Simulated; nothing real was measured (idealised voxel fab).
Process module in this document: voxel fin reveal
Shown is cross-section cut, with a width of 265 nm and square cells of size 5 nm.
In this document a cross-section is written as a grid of square cells. It is given as a series of bands, listed from the top down, and a band is one or more rows of cells.
First you get the band's top height and its bottom height, in nm, and then the materials it's made of, left to right, with each width in nm. If you see a single material with "full width", that one covers the band edge to edge. "blank" is empty space.
Height is counted from the level 0, under which the received wafer is composed throughout of one material. The lowest of the bands is not closed at the bottom but continues downward, in the notation "0 nm and below".
Top row gets the first number, bottom row gets the second, and each row in between changes by the same step: that is how a band width like "30 to 40" works.
The cross-section has no changed cell in any step marked "everything unchanged".
Look at "Internal closed voids" for the closed voids: empty spaces with no open path to the top, sized 8 cells or up. Each is width x height at distance, distance from the left edge, all nm.
Note: text after step settings on the step line = simulator remark on that step.
overlay nm: right-of-plan distance of the mask on a masked step; negative values mean left-of-plan.
The planned process steps are enumerated hereunder:
1 RECEIVE (material Si)
2 CONFORMAL_DEP (material SiN; thk nm 5)
3 MASKED_ETCH (tone cover; mask id FINS; width nm 15; pitch nm 35; etch materials SiN; depth nm 5; overlay nm 0)
4 MASKED_ETCH (tone cover; mask id FINS; width nm 15; pitch nm 35; etch materials Si; depth nm 30; overlay nm 0)
5 OXIDIZE (depth nm 5)
6 FILL_DEP (material SiO2; thk nm 10)
7 CMP (height nm 5)
8 SELECTIVE_ETCH (etch materials SiO2; depth nm 15)
9 STRIP (etch materials SiN)
10 CONFORMAL_DEP (material SiO2; thk nm 5)
Cross-section: wafer on arrival = after step 1:
* 0 nm and below  Si full width
* Internal closed voids: none
Wafer cross-section at module end: first of two, run to plan:
* 5 nm to 0 nm  blank 105  SiO2 15  blank 20  SiO2 15  blank 110
* 0 nm to -5 nm  blank 105  SiO2 5  Si 5  SiO2 5  blank 20  SiO2 5  Si 5  SiO2 5  blank 110
* -5 nm to -35 nm  SiO2 110  Si 5  SiO2 30  Si 5  SiO2 115
* -35 nm and below  Si full width
* Internal closed voids: none
Here's the second of our two wafers sectioned at module end. Same start as the first, same plan, but one mistake got made running it:
* 10 nm to 5 nm  blank 100  SiO2 25  blank 10  SiO2 25  blank 105
* 5 nm to 0 nm  blank 100  SiO2 5  SiN 15  SiO2 5  blank 10  SiO2 5  SiN 15  SiO2 5  blank 105
* 0 nm to -5 nm  blank 100  SiO2 10  Si 5  SiO2 10  blank 10  SiO2 10  Si 5  SiO2 10  blank 105
* -5 nm to -30 nm  blank 105  SiO2 5  Si 5  SiO2 5  blank 20  SiO2 5  Si 5  SiO2 5  blank 110
* -30 nm to -35 nm  SiO2 110  Si 5  SiO2 30  Si 5  SiO2 115
* -35 nm and below  Si full width
* Internal closed voids: none
What broke from the plan during processing? rather than as planned, step 9 actually ran as STRIP (etch materials SiO2)
Final cells, second wafer relative to first, materials higher or lower: SiN: 6 more, SiO2: 223 fewer
